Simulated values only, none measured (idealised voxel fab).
voxel self aligned contacts: a process module
We display cut, a cross-section 145 nm in width whose square cells are each 5 nm.
Cross-section layout: square cells on a grid; listed as bands, top to bottom; a band spans one or more cell rows.
Quick guide to a band line: top height, bottom height (nm) up front; then every material left to right with its width in nm. Only one material and it's marked "full width"? Then it fills the band edge to edge. And "air" just means empty space.
For the purposes of this specification, 0 denotes the height below which the wafer in its as-received condition is composed wholly of one material, and the lowermost band, lacking a lower limit, extends downward without end, as expressed in "z 0 and below".
It should be noted that a width expressed as "30->40" varies in equal increments from row to row of cells within the band, taking the value of the first number at the top row and that of the second number at the bottom row.
"remained unchanged" -> step changed no cross-section cell.
Look at "Entrapped voids" for the closed voids: empty spaces with no open path to the top, sized 8 cells or up. Each is width x height at distance, distance from the left edge, all nm.
What comes after the settings on a step's line is commentary from the simulator itself on that step.
Among the settings permitted on a step's line is "overlay nm"; applied to a step with a mask, it specifies the extent to which the mask lay to the right of its planned position, whereas a negative figure signifies a position to the left.
**Process steps - plan**
1,RECEIVE | material Si
2,CONFORMAL_DEP | material SiO2 | thk nm 5
3,DIRECTIONAL_DEP | material polySi | thk nm 30
4,DIRECTIONAL_DEP | material SiN | thk nm 20
5,DIRECTIONAL_DEP | material aC | thk nm 15
6,PATTERN | tone cover | mask id GATE | material resist | width nm 30 | pitch nm 55 | thk nm 30 | overlay nm 0
7,DIRECTIONAL_ETCH | etch materials aC | depth nm 15
8,STRIP | etch materials resist
9,DIRECTIONAL_ETCH | etch materials SiN | depth nm 20
10,DIRECTIONAL_ETCH | etch materials polySi | depth nm 30
11,STRIP | etch materials aC
12,CONFORMAL_DEP | material SiN | thk nm 5
13,DIRECTIONAL_ETCH | etch materials SiN | depth nm 5
14,FILL_DEP | material SiO2 | thk nm 10
15,CMP | height nm 60
16,MASKED_ETCH | tone open | mask id CONTACT | width nm 35 | etch materials SiO2 | depth nm 60 | overlay nm 0
17,CONFORMAL_DEP | material TiN | thk nm 5
18,FILL_DEP | material W | thk nm 10
19,CMP | height nm 60
20,CONFORMAL_DEP | material SiN | thk nm 5
**The first of two wafers, run as planned**
**As-received state of the wafer in cross-section, equivalent to post-step 1**
	z 0 and below: Si full width
	Entrapped voids: none
**Upon completion of step 2, the wafer appears in cross-section as shown**
	z 5 to 0: SiO2 full width
	Lower than 0, everything is as it was.
**Upon completion of step 3, the wafer appears in cross-section as shown**
	z 35 to 5: polySi full width
	Lower than 5, everything is as it was.
**Upon completion of step 4, the wafer appears in cross-section as shown**
	z 55 to 35: SiN full width
	Lower than 35, everything is as it was.
**Upon completion of step 5, the wafer appears in cross-section as shown**
	z 70 to 55: aC full width
	Lower than 55, everything is as it was.
**Upon completion of step 6, the wafer appears in cross-section as shown**
	z 100 to 70: air=30; resist=30; air=25; resist=30; air=30
	Lower than 70, everything is as it was.
**Upon completion of step 7, the wafer appears in cross-section as shown**
	z 85 to 70: air=30; resist=30; air=25; resist=30; air=30
	z 70 to 55: air=30; aC=30; air=25; aC=30; air=30
	Lower than 55, everything is as it was.
**Upon completion of step 8, the wafer appears in cross-section as shown**
	z 70 to 55: air=30; aC=30; air=25; aC=30; air=30
	Lower than 55, everything is as it was.
**Upon completion of step 9, the wafer appears in cross-section as shown**
	z 70 to 55: air=30; aC=30; air=25; aC=30; air=30
	z 55 to 35: air=30; SiN=30; air=25; SiN=30; air=30
	Lower than 35, everything is as it was.
**Upon completion of step 10, the wafer appears in cross-section as shown**
	z 70 to 55: air=30; aC=30; air=25; aC=30; air=30
	z 55 to 35: air=30; SiN=30; air=25; SiN=30; air=30
	z 35 to 5: air=30; polySi=30; air=25; polySi=30; air=30
	Lower than 5, everything is as it was.
**Upon completion of step 11, the wafer appears in cross-section as shown**
	z 55 to 35: air=30; SiN=30; air=25; SiN=30; air=30
	Lower than 35, everything is as it was.
**Upon completion of step 12, the wafer appears in cross-section as shown**
	z 60 to 35: air=25; SiN=40; air=15; SiN=40; air=25
	z 35 to 10: air=25; SiN=5; polySi=30; SiN=5; air=15; SiN=5; polySi=30; SiN=5; air=25
	z 10 to 5: SiN=30; polySi=30; SiN=25; polySi=30; SiN=30
	Lower than 5, everything is as it was.
**Upon completion of step 13, the wafer appears in cross-section as shown**
	z 55 to 35: air=25; SiN=40; air=15; SiN=40; air=25
	z 35 to 5: air=25; SiN=5; polySi=30; SiN=5; air=15; SiN=5; polySi=30; SiN=5; air=25
	Lower than 5, everything is as it was.
**Upon completion of step 14, the wafer appears in cross-section as shown**
	z 65 to 55: SiO2 full width
	z 55 to 35: SiO2=25; SiN=40; SiO2=15; SiN=40; SiO2=25
	z 35 to 5: SiO2=25; SiN=5; polySi=30; SiN=5; SiO2=15; SiN=5; polySi=30; SiN=5; SiO2=25
	Lower than 5, everything is as it was.
**Upon completion of step 15, the wafer appears in cross-section as shown**
	z 60 to 55: SiO2 full width
	Lower than 55, everything is as it was.
**Upon completion of step 16, the wafer appears in cross-section as shown**
	z 60 to 55: SiO2=55; air=35; SiO2=55
	z 55 to 35: SiO2=25; SiN=40; air=15; SiN=40; SiO2=25
	z 35 to 5: SiO2=25; SiN=5; polySi=30; SiN=5; air=15; SiN=5; polySi=30; SiN=5; SiO2=25
	z 5 to 0: SiO2=65; air=15; SiO2=65
	Lower than 0, everything is as it was.
**Upon completion of step 17, the wafer appears in cross-section as shown**
	z 65 to 60: TiN=60; air=25; TiN=60
	z 60 to 55: SiO2=55; TiN=15; air=5; TiN=15; SiO2=55
	z 55 to 35: SiO2=25; SiN=40; TiN=5; air=5; TiN=5; SiN=40; SiO2=25
	z 35 to 5: SiO2=25; SiN=5; polySi=30; SiN=5; TiN=5; air=5; TiN=5; SiN=5; polySi=30; SiN=5; SiO2=25
	z 5 to 0: SiO2=65; TiN=15; SiO2=65
	Lower than 0, everything is as it was.
**Upon completion of step 18, the wafer appears in cross-section as shown**
	z 75 to 65: W full width
	z 65 to 60: TiN=60; W=25; TiN=60
	z 60 to 55: SiO2=55; TiN=15; W=5; TiN=15; SiO2=55
	z 55 to 35: SiO2=25; SiN=40; TiN=5; W=5; TiN=5; SiN=40; SiO2=25
	z 35 to 5: SiO2=25; SiN=5; polySi=30; SiN=5; TiN=5; W=5; TiN=5; SiN=5; polySi=30; SiN=5; SiO2=25
	Lower than 5, everything is as it was.
**Upon completion of step 19, the wafer appears in cross-section as shown**
	z 60 to 55: SiO2=55; TiN=15; W=5; TiN=15; SiO2=55
	Lower than 55, everything is as it was.
**Upon completion of step 20, the wafer appears in cross-section as shown**
	z 65 to 60: SiN full width
	Lower than 60, everything is as it was.
**Regarding the second of the two wafers: it shared the first wafer's starting condition and process plan, yet one error occurred during its execution. Its history coincides with that of the first wafer up to and including step 15**
**Second wafer, sectioned view, at step 16's planned end time**
	z 60 to 55: SiO2=60; air=25; SiO2=60
	z 55 to 35: SiO2=25; SiN=40; air=15; SiN=40; SiO2=25
	z 35 to 5: SiO2=25; SiN=5; polySi=30; SiN=5; air=15; SiN=5; polySi=30; SiN=5; SiO2=25
	z 5 to 0: SiO2=65; air=15; SiO2=65
	Lower than 0, everything is as it was.
**Second wafer, sectioned view, at step 17's planned end time**
	z 65 to 60: TiN=65; air=15; TiN=65
	z 60 to 55: SiO2=60; TiN=10; air=5; TiN=10; SiO2=60
	z 55 to 35: SiO2=25; SiN=40; TiN=5; air=5; TiN=5; SiN=40; SiO2=25
	z 35 to 5: SiO2=25; SiN=5; polySi=30; SiN=5; TiN=5; air=5; TiN=5; SiN=5; polySi=30; SiN=5; SiO2=25
	z 5 to 0: SiO2=65; TiN=15; SiO2=65
	Lower than 0, everything is as it was.
**Second wafer, sectioned view, at step 18's planned end time**
	z 75 to 65: W full width
	z 65 to 60: TiN=65; W=15; TiN=65
	z 60 to 55: SiO2=60; TiN=10; W=5; TiN=10; SiO2=60
	z 55 to 35: SiO2=25; SiN=40; TiN=5; W=5; TiN=5; SiN=40; SiO2=25
	z 35 to 5: SiO2=25; SiN=5; polySi=30; SiN=5; TiN=5; W=5; TiN=5; SiN=5; polySi=30; SiN=5; SiO2=25
	Lower than 5, everything is as it was.
**Second wafer, sectioned view, at step 19's planned end time**
	z 60 to 55: SiO2=60; TiN=10; W=5; TiN=10; SiO2=60
	Lower than 55, everything is as it was.
**Second wafer, sectioned view, at step 20's planned end time**
	z 65 to 60: SiN full width
	Lower than 60, everything is as it was.
Short version of what went wrong: step 16 was not run as planned; what actually ran was MASKED_ETCH | tone open | mask id CONTACT | width nm 25 | etch materials SiO2 | depth nm 60 | overlay nm 0
In the final state, the cell counts of the second wafer exceed or fall short of those of the first for the following materials: +2 SiO2; -2 TiN
